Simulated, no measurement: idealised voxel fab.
Herein follows the process module entitled voxel transistor to metal.
Displayed cross-section: cut, width of 205 nm, square cells sized 5 nm.
Cross-section = grid of square cells, listed top down in bands; band = one or more rows. Heads up on the band format: heights come first, top then bottom, in nm. After that it's the materials left to right, each with its width in nm. A single material flagged "everywhere" fills the whole band edge to edge, and "empty" means there's empty space there. Counting heights begins at 0, where everything beneath is, in the wafer as received, one material. The lowest band has no bottom; it goes on downwards, as "0 down" shows. Width: "30..40" (first number = top row, second number = bottom row, same change from row to row of cells). What does "stayed the same" mean for a step? It means no cell of the cross-section changed in that step. Under "Closed internal cavities" you'll find the enclosed gaps, the ones with no way out to the top, that are 8 cells or bigger; each reads width x height at distance, with distance counted from the left edge, everything in nm. Read whatever lies past the settings on a step's line as the simulator's own remark about the step. What "overlay nm" on a step's line means: if the step has a mask, that mask lay this far to the right of its planned place, or, when the value is negative, to the left.

**Process steps (planned)**
- 1: RECEIVE [material Si]
- 2: CONFORMAL_DEP [material SiO2] [thk nm 5]
- 3: CONFORMAL_DEP [material SiN] [thk nm 15]
- 4: MASKED_ETCH [tone cover] [mask id ACTIVE] [width nm 95] [etch materials SiN] [depth nm 15] [overlay nm 0]
- 5: MASKED_ETCH [tone cover] [mask id ACTIVE] [width nm 95] [etch materials SiO2] [depth nm 5] [overlay nm 0]
- 6: MASKED_ETCH [tone cover] [mask id ACTIVE] [width nm 95] [etch materials Si] [depth nm 25] [overlay nm 0]
- 7: FILL_DEP [material SiO2] [thk nm 15]
- 8: CMP [height nm 20]
- 9: SELECTIVE_ETCH [etch materials SiO2] [depth nm 15]
- 10: STRIP [etch materials SiN]
- 11: SELECTIVE_ETCH [etch materials SiO2] [depth nm 5]
- 12: OXIDIZE [depth nm 5]
- 13: DIRECTIONAL_DEP [material polySi] [thk nm 30]
- 14: DIRECTIONAL_DEP [material SiCN] [thk nm 15]
- 15: DIRECTIONAL_DEP [material aC] [thk nm 15]
- 16: PATTERN [tone cover] [mask id GATE] [material resist] [width nm 15] [thk nm 35] [overlay nm 0]
- 17: DIRECTIONAL_ETCH [etch materials aC] [depth nm 15]
- 18: STRIP [etch materials resist]
- 19: DIRECTIONAL_ETCH [etch materials SiCN] [depth nm 25]
- 20: DIRECTIONAL_ETCH [etch materials polySi] [depth nm 40]
- 21: STRIP [etch materials aC]
- 22: CONFORMAL_DEP [material SiN] [thk nm 5]
- 23: DIRECTIONAL_ETCH [etch materials SiN] [depth nm 5]
- 24: DIRECTIONAL_ETCH [etch materials SiO2] [depth nm 5]
- 25: DIRECTIONAL_ETCH [etch materials Si] [depth nm 15]
- 26: EPI [material pSi] [thk nm 20]
- 27: FILL_DEP [material SiO2] [thk nm 5]
- 28: CMP [height nm 45]
- 29: DIRECTIONAL_DEP [material SiO2] [thk nm 15]
- 30: PATTERN [tone open] [mask id CONTACT] [material resist] [width nm 20] [pitch nm 65] [thk nm 15] [overlay nm 0]
- 31: DIRECTIONAL_ETCH [etch materials SiO2] [depth nm 60]
- 32: STRIP [etch materials resist]
- 33: CONFORMAL_DEP [material TiN] [thk nm 5]
- 34: FILL_DEP [material W] [thk nm 10]
- 35: CMP [height nm 60]
- 36: CONFORMAL_DEP [material SiCN] [thk nm 5]
- 37: DIRECTIONAL_DEP [material lowk] [thk nm 20]
- 38: MASKED_ETCH [tone open] [mask id METAL_1] [width nm 20] [pitch nm 65] [etch materials lowk] [depth nm 20] [overlay nm 0]
- 39: MASKED_ETCH [tone open] [mask id METAL_1] [width nm 20] [pitch nm 65] [etch materials SiCN] [depth nm 5] [overlay nm 0]
- 40: CONFORMAL_DEP [material TiN] [thk nm 5]
- 41: FILL_DEP [material Cu] [thk nm 5]
- 42: CMP [height nm 85]
- 43: CONFORMAL_DEP [material SiCN] [thk nm 5]
- 44: DIRECTIONAL_DEP [material SiO2] [thk nm 30]
- 45: PATTERN [tone open] [mask id METAL_2_HOLES] [material resist] [width nm 15] [pitch nm 65] [thk nm 15] [overlay nm 0]
- 46: DIRECTIONAL_ETCH [etch materials SiO2] [depth nm 30]
- 47: STRIP [etch materials resist]
- 48: MASKED_ETCH [tone open] [mask id METAL_2] [width nm 20] [pitch nm 65] [etch materials SiO2] [depth nm 15] [overlay nm 0]
- 49: MASKED_ETCH [tone open] [mask id METAL_2] [width nm 20] [pitch nm 65] [etch materials SiCN] [depth nm 5] [overlay nm 0]
- 50: CONFORMAL_DEP [material TiN] [thk nm 5]
- 51: FILL_DEP [material Cu] [thk nm 10]
- 52: CMP [height nm 120]
- 53: CONFORMAL_DEP [material SiCN] [thk nm 5]

**first wafer, as planned**

**Cross-section of the wafer at receipt, which is the condition after step 1**
> 0 down | Si everywhere
> Closed internal cavities: none

**After step 2: wafer cross-section**
> 5 to 0 | SiO2 everywhere
> All layers under 0 are left as they were.

**After step 3: wafer cross-section**
> 20 to 5 | SiN everywhere
> All layers under 5 are left as they were.

**After step 4: wafer cross-section**
> 20 to 5 | empty=55, then SiN=95, then empty=55
> All layers under 5 are left as they were.

**After step 5: wafer cross-section**
> 20 to 5 | empty=55, then SiN=95, then empty=55
> 5 to 0 | empty=55, then SiO2=95, then empty=55
> All layers under 0 are left as they were.

**After step 6: wafer cross-section**
> 20 to 5 | empty=55, then SiN=95, then empty=55
> 5 to 0 | empty=55, then SiO2=95, then empty=55
> 0 to -25 | empty=55, then Si=95, then empty=55
> All layers under -25 are left as they were.

**After step 7: wafer cross-section**
> 35 to 20 | SiO2 everywhere
> 20 to 5 | SiO2=55, then SiN=95, then SiO2=55
> 5 to 0 | SiO2 everywhere
> 0 to -25 | SiO2=55, then Si=95, then SiO2=55
> All layers under -25 are left as they were.

**After step 8: wafer cross-section**
> 20 to 5 | SiO2=55, then SiN=95, then SiO2=55
> All layers under 5 are left as they were.

**After step 9: wafer cross-section**
> 20 to 5 | empty=55, then SiN=95, then empty=55
> All layers under 5 are left as they were.

**After step 10: wafer cross-section**
> 5 to 0 | SiO2 everywhere
> All layers under 0 are left as they were.

**After step 11: wafer cross-section**
> 0 to -25 | SiO2=55, then Si=95, then SiO2=55
> All layers under -25 are left as they were.

**After step 12: wafer cross-section**
> 0 to -5 | SiO2 everywhere
> All layers under -5 are left as they were.

**After step 13: wafer cross-section**
> 30 to 0 | polySi everywhere
> All layers under 0 are left as they were.

**After step 14: wafer cross-section**
> 45 to 30 | SiCN everywhere
> All layers under 30 are left as they were.

**After step 15: wafer cross-section**
> 60 to 45 | aC everywhere
> All layers under 45 are left as they were.

**After step 16: wafer cross-section**
> 95 to 60 | empty=95, then resist=15, then empty=95
> All layers under 60 are left as they were.

**After step 17: wafer cross-section**
> 80 to 60 | empty=95, then resist=15, then empty=95
> 60 to 45 | empty=95, then aC=15, then empty=95
> All layers under 45 are left as they were.

**After step 18: wafer cross-section**
> 60 to 45 | empty=95, then aC=15, then empty=95
> All layers under 45 are left as they were.

**After step 19: wafer cross-section**
> 60 to 45 | empty=95, then aC=15, then empty=95
> 45 to 30 | empty=95, then SiCN=15, then empty=95
> All layers under 30 are left as they were.

**After step 20: wafer cross-section**
> 60 to 45 | empty=95, then aC=15, then empty=95
> 45 to 30 | empty=95, then SiCN=15, then empty=95
> 30 to 0 | empty=95, then polySi=15, then empty=95
> All layers under 0 are left as they were.

**After step 21: wafer cross-section**
> 45 to 30 | empty=95, then SiCN=15, then empty=95
> All layers under 30 are left as they were.

**After step 22: wafer cross-section**
> 50 to 45 | empty=90, then SiN=25, then empty=90
> 45 to 30 | empty=90, then SiN=5, then SiCN=15, then SiN=5, then empty=90
> 30 to 5 | empty=90, then SiN=5, then polySi=15, then SiN=5, then empty=90
> 5 to 0 | SiN=95, then polySi=15, then SiN=95
> All layers under 0 are left as they were.

**After step 23: wafer cross-section**
> 45 to 30 | empty=90, then SiN=5, then SiCN=15, then SiN=5, then empty=90
> 30 to 0 | empty=90, then SiN=5, then polySi=15, then SiN=5, then empty=90
> All layers under 0 are left as they were.

**After step 24: wafer cross-section**
> 45 to 30 | empty=90, then SiN=5, then SiCN=15, then SiN=5, then empty=90
> 30 to 0 | empty=90, then SiN=5, then polySi=15, then SiN=5, then empty=90
> 0 to -5 | empty=90, then SiO2=25, then empty=90
> All layers under -5 are left as they were.

**After step 25: wafer cross-section**
> 45 to 30 | empty=90, then SiN=5, then SiCN=15, then SiN=5, then empty=90
> 30 to 0 | empty=90, then SiN=5, then polySi=15, then SiN=5, then empty=90
> 0 to -5 | empty=90, then SiO2=25, then empty=90
> -5 to -20 | SiO2=55, then empty=35, then Si=25, then empty=35, then SiO2=55
> All layers under -20 are left as they were.

**After step 26: wafer cross-section**
> 45 to 30 | empty=90, then SiN=5, then SiCN=15, then SiN=5, then empty=90
> 30 to 15 | empty=90, then SiN=5, then polySi=15, then SiN=5, then empty=90
> 15 to 0 | empty=70, then pSi=20, then SiN=5, then polySi=15, then SiN=5, then pSi=20, then empty=70
> 0 to -5 | empty=50, then pSi=40, then SiO2=25, then pSi=40, then empty=50
> -5 to -20 | SiO2=55, then pSi=35, then Si=25, then pSi=35, then SiO2=55
> All layers under -20 are left as they were.

**After step 27: wafer cross-section**
> 50 to 45 | SiO2 everywhere
> 45 to 30 | SiO2=90, then SiN=5, then SiCN=15, then SiN=5, then SiO2=90
> 30 to 15 | SiO2=90, then SiN=5, then polySi=15, then SiN=5, then SiO2=90
> 15 to 0 | SiO2=70, then pSi=20, then SiN=5, then polySi=15, then SiN=5, then pSi=20, then SiO2=70
> 0 to -5 | SiO2=50, then pSi=40, then SiO2=25, then pSi=40, then SiO2=50
> All layers under -5 are left as they were.

**After step 28: wafer cross-section**
> 45 to 30 | SiO2=90, then SiN=5, then SiCN=15, then SiN=5, then SiO2=90
> All layers under 30 are left as they were.

**After step 29: wafer cross-section**
> 60 to 45 | SiO2 everywhere
> All layers under 45 are left as they were.

**After step 30: wafer cross-section**
> 75 to 60 | resist=60, then empty=20, then resist=45, then empty=20, then resist=60
> All layers under 60 are left as they were.

**After step 31: wafer cross-section**
> 75 to 60 | resist=60, then empty=20, then resist=45, then empty=20, then resist=60
> 60 to 45 | SiO2=60, then empty=20, then SiO2=45, then empty=20, then SiO2=60
> 45 to 30 | SiO2=60, then empty=20, then SiO2=10, then SiN=5, then SiCN=15, then SiN=5, then SiO2=10, then empty=20, then SiO2=60
> 30 to 15 | SiO2=60, then empty=20, then SiO2=10, then SiN=5, then polySi=15, then SiN=5, then SiO2=10, then empty=20, then SiO2=60
> 15 to 0 | SiO2=60, then empty=10, then pSi=20, then SiN=5, then polySi=15, then SiN=5, then pSi=20, then empty=10, then SiO2=60
> All layers under 0 are left as they were.

**After step 32: wafer cross-section**
> 60 to 45 | SiO2=60, then empty=20, then SiO2=45, then empty=20, then SiO2=60
> All layers under 45 are left as they were.

**After step 33: wafer cross-section**
> 65 to 60 | TiN=65, then empty=10, then TiN=55, then empty=10, then TiN=65
> 60 to 45 | SiO2=60, then TiN=5, then empty=10, then TiN=5, then SiO2=45, then TiN=5, then empty=10, then TiN=5, then SiO2=60
> 45 to 30 | SiO2=60, then TiN=5, then empty=10, then TiN=5, then SiO2=10, then SiN=5, then SiCN=15, then SiN=5, then SiO2=10, then TiN=5, then empty=10, then TiN=5, then SiO2=60
> 30 to 20 | SiO2=60, then TiN=5, then empty=10, then TiN=5, then SiO2=10, then SiN=5, then polySi=15, then SiN=5, then SiO2=10, then TiN=5, then empty=10, then TiN=5, then SiO2=60
> 20 to 15 | SiO2=60, then TiN=20, then SiO2=10, then SiN=5, then polySi=15, then SiN=5, then SiO2=10, then TiN=20, then SiO2=60
> 15 to 0 | SiO2=60, then TiN=10, then pSi=20, then SiN=5, then polySi=15, then SiN=5, then pSi=20, then TiN=10, then SiO2=60
> All layers under 0 are left as they were.

**After step 34: wafer cross-section**
> 75 to 65 | W everywhere
> 65 to 60 | TiN=65, then W=10, then TiN=55, then W=10, then TiN=65
> 60 to 45 | SiO2=60, then TiN=5, then W=10, then TiN=5, then SiO2=45, then TiN=5, then W=10, then TiN=5, then SiO2=60
> 45 to 30 | SiO2=60, then TiN=5, then W=10, then TiN=5, then SiO2=10, then SiN=5, then SiCN=15, then SiN=5, then SiO2=10, then TiN=5, then W=10, then TiN=5, then SiO2=60
> 30 to 20 | SiO2=60, then TiN=5, then W=10, then TiN=5, then SiO2=10, then SiN=5, then polySi=15, then SiN=5, then SiO2=10, then TiN=5, then W=10, then TiN=5, then SiO2=60
> All layers under 20 are left as they were.

**After step 35: wafer cross-section**
> 60 to 45 | SiO2=60, then TiN=5, then W=10, then TiN=5, then SiO2=45, then TiN=5, then W=10, then TiN=5, then SiO2=60
> All layers under 45 are left as they were.

**After step 36: wafer cross-section**
> 65 to 60 | SiCN everywhere
> All layers under 60 are left as they were.

**After step 37: wafer cross-section**
> 85 to 65 | lowk everywhere
> All layers under 65 are left as they were.

**After step 38: wafer cross-section**
> 85 to 65 | lowk=60, then empty=20, then lowk=45, then empty=20, then lowk=60
> All layers under 65 are left as they were.

**After step 39: wafer cross-section**
> 85 to 65 | lowk=60, then empty=20, then lowk=45, then empty=20, then lowk=60
> 65 to 60 | SiCN=60, then empty=20, then SiCN=45, then empty=20, then SiCN=60
> All layers under 60 are left as they were.

**After step 40: wafer cross-section**
> 90 to 85 | TiN=65, then empty=10, then TiN=55, then empty=10, then TiN=65
> 85 to 65 | lowk=60, then TiN=5, then empty=10, then TiN=5, then lowk=45, then TiN=5, then empty=10, then TiN=5, then lowk=60
> 65 to 60 | SiCN=60, then TiN=20, then SiCN=45, then TiN=20, then SiCN=60
> All layers under 60 are left as they were.

**After step 41: wafer cross-section**
> 95 to 90 | Cu everywhere
> 90 to 85 | TiN=65, then Cu=10, then TiN=55, then Cu=10, then TiN=65
> 85 to 65 | lowk=60, then TiN=5, then Cu=10, then TiN=5, then lowk=45, then TiN=5, then Cu=10, then TiN=5, then lowk=60
> All layers under 65 are left as they were.

**After step 42: wafer cross-section**
> 85 to 65 | lowk=60, then TiN=5, then Cu=10, then TiN=5, then lowk=45, then TiN=5, then Cu=10, then TiN=5, then lowk=60
> All layers under 65 are left as they were.

**After step 43: wafer cross-section**
> 90 to 85 | SiCN everywhere
> All layers under 85 are left as they were.

**After step 44: wafer cross-section**
> 120 to 90 | SiO2 everywhere
> All layers under 90 are left as they were.

**After step 45: wafer cross-section**
> 135 to 120 | resist=60, then empty=15, then resist=50, then empty=15, then resist=65
> All layers under 120 are left as they were.

**After step 46: wafer cross-section**
> 135 to 120 | resist=60, then empty=15, then resist=50, then empty=15, then resist=65
> 120 to 90 | SiO2=60, then empty=15, then SiO2=50, then empty=15, then SiO2=65
> All layers under 90 are left as they were.

**After step 47: wafer cross-section**
> 120 to 90 | SiO2=60, then empty=15, then SiO2=50, then empty=15, then SiO2=65
> All layers under 90 are left as they were.

**After step 48: wafer cross-section**
> 120 to 105 | SiO2=60, then empty=20, then SiO2=45, then empty=20, then SiO2=60
> All layers under 105 are left as they were.

**After step 49: wafer cross-section**
> 120 to 105 | SiO2=60, then empty=20, then SiO2=45, then empty=20, then SiO2=60
> 105 to 90 | SiO2=60, then empty=15, then SiO2=50, then empty=15, then SiO2=65
> 90 to 85 | SiCN=60, then empty=15, then SiCN=50, then empty=15, then SiCN=65
> All layers under 85 are left as they were.

**After step 50: wafer cross-section**
> 125 to 120 | TiN=65, then empty=10, then TiN=55, then empty=10, then TiN=65
> 120 to 110 | SiO2=60, then TiN=5, then empty=10, then TiN=5, then SiO2=45, then TiN=5, then empty=10, then TiN=5, then SiO2=60
> 110 to 105 | SiO2=60, then TiN=5, then empty=5, then TiN=10, then SiO2=45, then TiN=5, then empty=5, then TiN=10, then SiO2=60
> 105 to 90 | SiO2=60, then TiN=5, then empty=5, then TiN=5, then SiO2=50, then TiN=5, then empty=5, then TiN=5, then SiO2=65
> 90 to 85 | SiCN=60, then TiN=15, then SiCN=50, then TiN=15, then SiCN=65
> All layers under 85 are left as they were.

**After step 51: wafer cross-section**
> 135 to 125 | Cu everywhere
> 125 to 120 | TiN=65, then Cu=10, then TiN=55, then Cu=10, then TiN=65
> 120 to 110 | SiO2=60, then TiN=5, then Cu=10, then TiN=5, then SiO2=45, then TiN=5, then Cu=10, then TiN=5, then SiO2=60
> 110 to 105 | SiO2=60, then TiN=5, then Cu=5, then TiN=10, then SiO2=45, then TiN=5, then Cu=5, then TiN=10, then SiO2=60
> 105 to 90 | SiO2=60, then TiN=5, then Cu=5, then TiN=5, then SiO2=50, then TiN=5, then Cu=5, then TiN=5, then SiO2=65
> All layers under 90 are left as they were.

**After step 52: wafer cross-section**
> 120 to 110 | SiO2=60, then TiN=5, then Cu=10, then TiN=5, then SiO2=45, then TiN=5, then Cu=10, then TiN=5, then SiO2=60
> All layers under 110 are left as they were.

**After step 53: wafer cross-section**
> 125 to 120 | SiCN everywhere
> All layers under 120 are left as they were.

**Wafer two of the pair: same origin, same plan, one error during the run; identical to wafer one up to and including step 12**

**Look at the second wafer in cross-section at the time step 13 ought to have finished**
> 30 to 0 | lowk everywhere
> All layers under 0 are left as they were.

**Look at the second wafer in cross-section at the time step 14 ought to have finished**
> 45 to 30 | SiCN everywhere
> All layers under 30 are left as they were.

**Look at the second wafer in cross-section at the time step 15 ought to have finished**
> 60 to 45 | aC everywhere
> All layers under 45 are left as they were.

**Look at the second wafer in cross-section at the time step 16 ought to have finished**
> 95 to 60 | empty=95, then resist=15, then empty=95
> All layers under 60 are left as they were.

**Look at the second wafer in cross-section at the time step 17 ought to have finished**
> 80 to 60 | empty=95, then resist=15, then empty=95
> 60 to 45 | empty=95, then aC=15, then empty=95
> All layers under 45 are left as they were.

**Look at the second wafer in cross-section at the time step 18 ought to have finished**
> 60 to 45 | empty=95, then aC=15, then empty=95
> All layers under 45 are left as they were.

**Look at the second wafer in cross-section at the time step 19 ought to have finished**
> 60 to 45 | empty=95, then aC=15, then empty=95
> 45 to 30 | empty=95, then SiCN=15, then empty=95
> All layers under 30 are left as they were.

Look at the second wafer in cross-section at the time step 20 ought to have finished: stayed the same

**Look at the second wafer in cross-section at the time step 21 ought to have finished**
> 45 to 30 | empty=95, then SiCN=15, then empty=95
> All layers under 30 are left as they were.

**Look at the second wafer in cross-section at the time step 22 ought to have finished**
> 50 to 45 | empty=90, then SiN=25, then empty=90
> 45 to 35 | empty=90, then SiN=5, then SiCN=15, then SiN=5, then empty=90
> 35 to 30 | SiN=95, then SiCN=15, then SiN=95
> All layers under 30 are left as they were.

**Look at the second wafer in cross-section at the time step 23 ought to have finished**
> 45 to 30 | empty=90, then SiN=5, then SiCN=15, then SiN=5, then empty=90
> All layers under 30 are left as they were.

Look at the second wafer in cross-section at the time step 24 ought to have finished: stayed the same

Look at the second wafer in cross-section at the time step 25 ought to have finished: stayed the same

Look at the second wafer in cross-section at the time step 26 ought to have finished: stayed the same

**Look at the second wafer in cross-section at the time step 27 ought to have finished**
> 50 to 45 | SiO2 everywhere
> 45 to 30 | SiO2=90, then SiN=5, then SiCN=15, then SiN=5, then SiO2=90
> All layers under 30 are left as they were.

**Look at the second wafer in cross-section at the time step 28 ought to have finished**
> 45 to 30 | SiO2=90, then SiN=5, then SiCN=15, then SiN=5, then SiO2=90
> All layers under 30 are left as they were.

**Look at the second wafer in cross-section at the time step 29 ought to have finished**
> 60 to 45 | SiO2 everywhere
> All layers under 45 are left as they were.

**Look at the second wafer in cross-section at the time step 30 ought to have finished**
> 75 to 60 | resist=60, then empty=20, then resist=45, then empty=20, then resist=60
> All layers under 60 are left as they were.

**Look at the second wafer in cross-section at the time step 31 ought to have finished**
> 75 to 60 | resist=60, then empty=20, then resist=45, then empty=20, then resist=60
> 60 to 45 | SiO2=60, then empty=20, then SiO2=45, then empty=20, then SiO2=60
> 45 to 30 | SiO2=60, then empty=20, then SiO2=10, then SiN=5, then SiCN=15, then SiN=5, then SiO2=10, then empty=20, then SiO2=60
> All layers under 30 are left as they were.

**Look at the second wafer in cross-section at the time step 32 ought to have finished**
> 60 to 45 | SiO2=60, then empty=20, then SiO2=45, then empty=20, then SiO2=60
> All layers under 45 are left as they were.

**Look at the second wafer in cross-section at the time step 33 ought to have finished**
> 65 to 60 | TiN=65, then empty=10, then TiN=55, then empty=10, then TiN=65
> 60 to 45 | SiO2=60, then TiN=5, then empty=10, then TiN=5, then SiO2=45, then TiN=5, then empty=10, then TiN=5, then SiO2=60
> 45 to 35 | SiO2=60, then TiN=5, then empty=10, then TiN=5, then SiO2=10, then SiN=5, then SiCN=15, then SiN=5, then SiO2=10, then TiN=5, then empty=10, then TiN=5, then SiO2=60
> 35 to 30 | SiO2=60, then TiN=20, then SiO2=10, then SiN=5, then SiCN=15, then SiN=5, then SiO2=10, then TiN=20, then SiO2=60
> All layers under 30 are left as they were.

**Look at the second wafer in cross-section at the time step 34 ought to have finished**
> 75 to 65 | W everywhere
> 65 to 60 | TiN=65, then W=10, then TiN=55, then W=10, then TiN=65
> 60 to 45 | SiO2=60, then TiN=5, then W=10, then TiN=5, then SiO2=45, then TiN=5, then W=10, then TiN=5, then SiO2=60
> 45 to 35 | SiO2=60, then TiN=5, then W=10, then TiN=5, then SiO2=10, then SiN=5, then SiCN=15, then SiN=5, then SiO2=10, then TiN=5, then W=10, then TiN=5, then SiO2=60
> All layers under 35 are left as they were.

**Look at the second wafer in cross-section at the time step 35 ought to have finished**
> 60 to 45 | SiO2=60, then TiN=5, then W=10, then TiN=5, then SiO2=45, then TiN=5, then W=10, then TiN=5, then SiO2=60
> All layers under 45 are left as they were.

**Look at the second wafer in cross-section at the time step 36 ought to have finished**
> 65 to 60 | SiCN everywhere
> All layers under 60 are left as they were.

**Look at the second wafer in cross-section at the time step 37 ought to have finished**
> 85 to 65 | lowk everywhere
> All layers under 65 are left as they were.

**Look at the second wafer in cross-section at the time step 38 ought to have finished**
> 85 to 65 | lowk=60, then empty=20, then lowk=45, then empty=20, then lowk=60
> All layers under 65 are left as they were.

**Look at the second wafer in cross-section at the time step 39 ought to have finished**
> 85 to 65 | lowk=60, then empty=20, then lowk=45, then empty=20, then lowk=60
> 65 to 60 | SiCN=60, then empty=20, then SiCN=45, then empty=20, then SiCN=60
> All layers under 60 are left as they were.

**Look at the second wafer in cross-section at the time step 40 ought to have finished**
> 90 to 85 | TiN=65, then empty=10, then TiN=55, then empty=10, then TiN=65
> 85 to 65 | lowk=60, then TiN=5, then empty=10, then TiN=5, then lowk=45, then TiN=5, then empty=10, then TiN=5, then lowk=60
> 65 to 60 | SiCN=60, then TiN=20, then SiCN=45, then TiN=20, then SiCN=60
> All layers under 60 are left as they were.

**Look at the second wafer in cross-section at the time step 41 ought to have finished**
> 95 to 90 | Cu everywhere
> 90 to 85 | TiN=65, then Cu=10, then TiN=55, then Cu=10, then TiN=65
> 85 to 65 | lowk=60, then TiN=5, then Cu=10, then TiN=5, then lowk=45, then TiN=5, then Cu=10, then TiN=5, then lowk=60
> All layers under 65 are left as they were.

**Look at the second wafer in cross-section at the time step 42 ought to have finished**
> 85 to 65 | lowk=60, then TiN=5, then Cu=10, then TiN=5, then lowk=45, then TiN=5, then Cu=10, then TiN=5, then lowk=60
> All layers under 65 are left as they were.

**Look at the second wafer in cross-section at the time step 43 ought to have finished**
> 90 to 85 | SiCN everywhere
> All layers under 85 are left as they were.

**Look at the second wafer in cross-section at the time step 44 ought to have finished**
> 120 to 90 | SiO2 everywhere
> All layers under 90 are left as they were.

**Look at the second wafer in cross-section at the time step 45 ought to have finished**
> 135 to 120 | resist=60, then empty=15, then resist=50, then empty=15, then resist=65
> All layers under 120 are left as they were.

**Look at the second wafer in cross-section at the time step 46 ought to have finished**
> 135 to 120 | resist=60, then empty=15, then resist=50, then empty=15, then resist=65
> 120 to 90 | SiO2=60, then empty=15, then SiO2=50, then empty=15, then SiO2=65
> All layers under 90 are left as they were.

**Look at the second wafer in cross-section at the time step 47 ought to have finished**
> 120 to 90 | SiO2=60, then empty=15, then SiO2=50, then empty=15, then SiO2=65
> All layers under 90 are left as they were.

**Look at the second wafer in cross-section at the time step 48 ought to have finished**
> 120 to 105 | SiO2=60, then empty=20, then SiO2=45, then empty=20, then SiO2=60
> All layers under 105 are left as they were.

**Look at the second wafer in cross-section at the time step 49 ought to have finished**
> 120 to 105 | SiO2=60, then empty=20, then SiO2=45, then empty=20, then SiO2=60
> 105 to 90 | SiO2=60, then empty=15, then SiO2=50, then empty=15, then SiO2=65
> 90 to 85 | SiCN=60, then empty=15, then SiCN=50, then empty=15, then SiCN=65
> All layers under 85 are left as they were.

**Look at the second wafer in cross-section at the time step 50 ought to have finished**
> 125 to 120 | TiN=65, then empty=10, then TiN=55, then empty=10, then TiN=65
> 120 to 110 | SiO2=60, then TiN=5, then empty=10, then TiN=5, then SiO2=45, then TiN=5, then empty=10, then TiN=5, then SiO2=60
> 110 to 105 | SiO2=60, then TiN=5, then empty=5, then TiN=10, then SiO2=45, then TiN=5, then empty=5, then TiN=10, then SiO2=60
> 105 to 90 | SiO2=60, then TiN=5, then empty=5, then TiN=5, then SiO2=50, then TiN=5, then empty=5, then TiN=5, then SiO2=65
> 90 to 85 | SiCN=60, then TiN=15, then SiCN=50, then TiN=15, then SiCN=65
> All layers under 85 are left as they were.

**Look at the second wafer in cross-section at the time step 51 ought to have finished**
> 135 to 125 | Cu everywhere
> 125 to 120 | TiN=65, then Cu=10, then TiN=55, then Cu=10, then TiN=65
> 120 to 110 | SiO2=60, then TiN=5, then Cu=10, then TiN=5, then SiO2=45, then TiN=5, then Cu=10, then TiN=5, then SiO2=60
> 110 to 105 | SiO2=60, then TiN=5, then Cu=5, then TiN=10, then SiO2=45, then TiN=5, then Cu=5, then TiN=10, then SiO2=60
> 105 to 90 | SiO2=60, then TiN=5, then Cu=5, then TiN=5, then SiO2=50, then TiN=5, then Cu=5, then TiN=5, then SiO2=65
> All layers under 90 are left as they were.

**Look at the second wafer in cross-section at the time step 52 ought to have finished**
> 120 to 110 | SiO2=60, then TiN=5, then Cu=10, then TiN=5, then SiO2=45, then TiN=5, then Cu=10, then TiN=5, then SiO2=60
> All layers under 110 are left as they were.

**Look at the second wafer in cross-section at the time step 53 ought to have finished**
> 125 to 120 | SiCN everywhere
> All layers under 120 are left as they were.
Run error: contrary to plan, step 13 was performed as DIRECTIONAL_DEP [material lowk] [thk nm 30]
at the end the second wafer has, in cells: Si: 42 more | SiN: 12 fewer | SiO2: 140 fewer | TiN: 24 fewer | W: 12 fewer | lowk: 246 more | pSi: 82 fewer | polySi: 18 fewer
